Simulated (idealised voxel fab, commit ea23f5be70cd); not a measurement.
process module | voxel transistor to metal
cross-section cut | 300 nm wide | cells 5 nm
A cross-section is a grid of square cells, given in bands from the top down. A band is one or more rows of cells.
Each band's line starts with the height of the band's top and of its bottom, in nm. Then come its materials from left to right, each with its width in nm. One material with "throughout" fills the band from edge to edge. "air" is empty space.
Height 0 is the level under which the wafer as received is all one material. The lowest band goes on downwards, as in "0 down".
A width such as "30 to 40" changes by the same amount from each row of cells to the next, from the band's top row to its bottom row.
"no change" after a step means that no cell of the cross-section changed.
closed voids: empty space of 8 cells or more with no open way to the top, each as width x height at its distance from the left edge, in nm
after a step's settings: what the simulator itself notes on the step
overlay nm, on a step with a mask: how far to the right of its planned place the mask lay; to the left if negative
plan
1 op RECEIVE | material Si
2 op OXIDIZE | depth nm 5
3 op CONFORMAL_DEP | material SiN | thk nm 15
4 op PATTERN | tone cover | mask id ACTIVE | material resist | width nm 90 | pitch nm 110 | thk nm 20 | overlay nm 0
5 op DIRECTIONAL_ETCH | etch materials SiN | depth nm 15
6 op DIRECTIONAL_ETCH | etch materials SiO2 | depth nm 5
7 op DIRECTIONAL_ETCH | etch materials Si | depth nm 30
8 op STRIP | etch materials resist
9 op OXIDIZE | depth nm 5
10 op FILL_DEP | material SiO2 | thk nm 10
11 op CMP | height nm 15
12 op SELECTIVE_ETCH | etch materials SiO2 | depth nm 5
13 op STRIP | etch materials SiN
14 op SELECTIVE_ETCH | etch materials SiO2 | depth nm 5
15 op OXIDIZE | depth nm 5
16 op DIRECTIONAL_DEP | material polySi | thk nm 30
17 op DIRECTIONAL_DEP | material SiCN | thk nm 10
18 op MASKED_ETCH | tone cover | mask id GATE | width nm 20 | pitch nm 110 | etch materials SiCN | depth nm 20 | overlay nm 0
19 op MASKED_ETCH | tone cover | mask id GATE | width nm 20 | pitch nm 110 | etch materials polySi | depth nm 40 | overlay nm 0
20 op CONFORMAL_DEP | material SiO2 | thk nm 5
21 op DIRECTIONAL_ETCH | etch materials SiO2 | depth nm 5
22 op CONFORMAL_DEP | material SiN | thk nm 5
23 op DIRECTIONAL_ETCH | etch materials SiN | depth nm 5
24 op DIRECTIONAL_ETCH | etch materials SiO2 | depth nm 5
25 op DIRECTIONAL_ETCH | etch materials Si | depth nm 15
26 op EPI | material SiGe | thk nm 15
27 op FILL_DEP | material SiO2 | thk nm 5
28 op CMP | height nm 35
29 op DIRECTIONAL_DEP | material SiO2 | thk nm 10
30 op DIRECTIONAL_DEP | material aC | thk nm 15
31 op PATTERN | tone open | mask id CONTACT | material resist | width nm 15 | thk nm 35 | overlay nm 0
32 op DIRECTIONAL_ETCH | etch materials aC | depth nm 15
33 op STRIP | etch materials resist
34 op DIRECTIONAL_ETCH | etch materials SiO2 | depth nm 55
35 op STRIP | etch materials aC
36 op CONFORMAL_DEP | material TiN | thk nm 5
37 op FILL_DEP | material W | thk nm 5
38 op CMP | height nm 45
39 op DIRECTIONAL_DEP | material TiN | thk nm 5
40 op DIRECTIONAL_DEP | material Ru | thk nm 20
41 op PATTERN | tone cover | mask id METAL_1 | material resist | width nm 15 | thk nm 15 | overlay nm 0
42 op DIRECTIONAL_ETCH | etch materials Ru | depth nm 20
43 op DIRECTIONAL_ETCH | etch materials TiN | depth nm 5
44 op STRIP | etch materials resist
45 op CONFORMAL_DEP | material SiN | thk nm 5
46 op FILL_DEP | material SiO2 | thk nm 10
47 op CMP | height nm 70
48 op CONFORMAL_DEP | material SiCN | thk nm 5
as received, after step 1
  0 down: Si throughout
  closed voids: none
a wafer at the end: this start, this plan, one mistake
  90 to 85: SiCN throughout
  85 to 75: SiO2 throughout
  75 to 70: SiO2 50 | SiN 25 | SiO2 40 | SiN 25 | SiO2 20 | SiN 25 | SiO2 40 | SiN 25 | SiO2 50
  70 to 50: SiO2 50 | SiN 5 | Ru 15 | SiN 5 | SiO2 40 | SiN 5 | Ru 15 | SiN 5 | SiO2 20 | SiN 5 | Ru 15 | SiN 5 | SiO2 40 | SiN 5 | Ru 15 | SiN 5 | SiO2 50
  50 to 45: SiN 55 | TiN 15 | SiN 50 | TiN 15 | SiN 30 | TiN 15 | SiN 50 | TiN 15 | SiN 55
  45 to 35: SiO2 55 | TiN 5 | W 5 | TiN 5 | SiO2 50 | TiN 5 | W 5 | TiN 5 | SiO2 30 | TiN 5 | W 5 | TiN 5 | SiO2 50 | TiN 5 | W 5 | TiN 5 | SiO2 55
  35 to 25: SiO2 55 | TiN 5 | W 5 | TiN 5 | SiO2 5 | SiN 5 | SiO2 5 | SiCN 20 | SiO2 5 | SiN 5 | SiO2 5 | TiN 5 | W 5 | TiN 5 | SiO2 30 | TiN 5 | W 5 | TiN 5 | SiO2 5 | SiN 5 | SiO2 5 | SiCN 20 | SiO2 5 | SiN 5 | SiO2 5 | TiN 5 | W 5 | TiN 5 | SiO2 55
  25 to 10: SiO2 55 | TiN 5 | W 5 | TiN 5 | SiO2 5 | SiN 5 | SiO2 5 | polySi 20 | SiO2 5 | SiN 5 | SiO2 5 | TiN 5 | W 5 | TiN 5 | SiO2 30 | TiN 5 | W 5 | TiN 5 | SiO2 5 | SiN 5 | SiO2 5 | polySi 20 | SiO2 5 | SiN 5 | SiO2 5 | TiN 5 | W 5 | TiN 5 | SiO2 55
  10 to 5: SiO2 55 | TiN 15 | SiO2 5 | SiN 5 | SiO2 5 | polySi 20 | SiO2 5 | SiN 5 | SiO2 5 | TiN 15 | SiO2 30 | TiN 15 | SiO2 5 | SiN 5 | SiO2 5 | polySi 20 | SiO2 5 | SiN 5 | SiO2 5 | TiN 15 | SiO2 55
  5 to -5: SiO2 50 | SiN 5 | TiN 5 | SiGe 15 | SiN 5 | SiO2 5 | polySi 20 | SiO2 5 | SiN 5 | SiGe 15 | TiN 5 | SiN 5 | SiO2 20 | SiN 5 | TiN 5 | SiGe 15 | SiN 5 | SiO2 5 | polySi 20 | SiO2 5 | SiN 5 | SiGe 15 | TiN 5 | SiN 5 | SiO2 50
  -5 to -10: SiO2 55 | TiN 5 | SiGe 15 | SiO2 40 | SiGe 15 | TiN 5 | SiO2 30 | TiN 5 | SiGe 15 | SiO2 40 | SiGe 15 | TiN 5 | SiO2 55
  -10 to -25: SiO2 55 | SiGe 20 | Si 40 | SiGe 20 | SiO2 30 | SiGe 20 | Si 40 | SiGe 20 | SiO2 55
  -25 to -40: SiO2 55 | Si 80 | SiO2 30 | Si 80 | SiO2 55
  -40 down: Si throughout
  closed voids: none
what went wrong: step 47 was left out
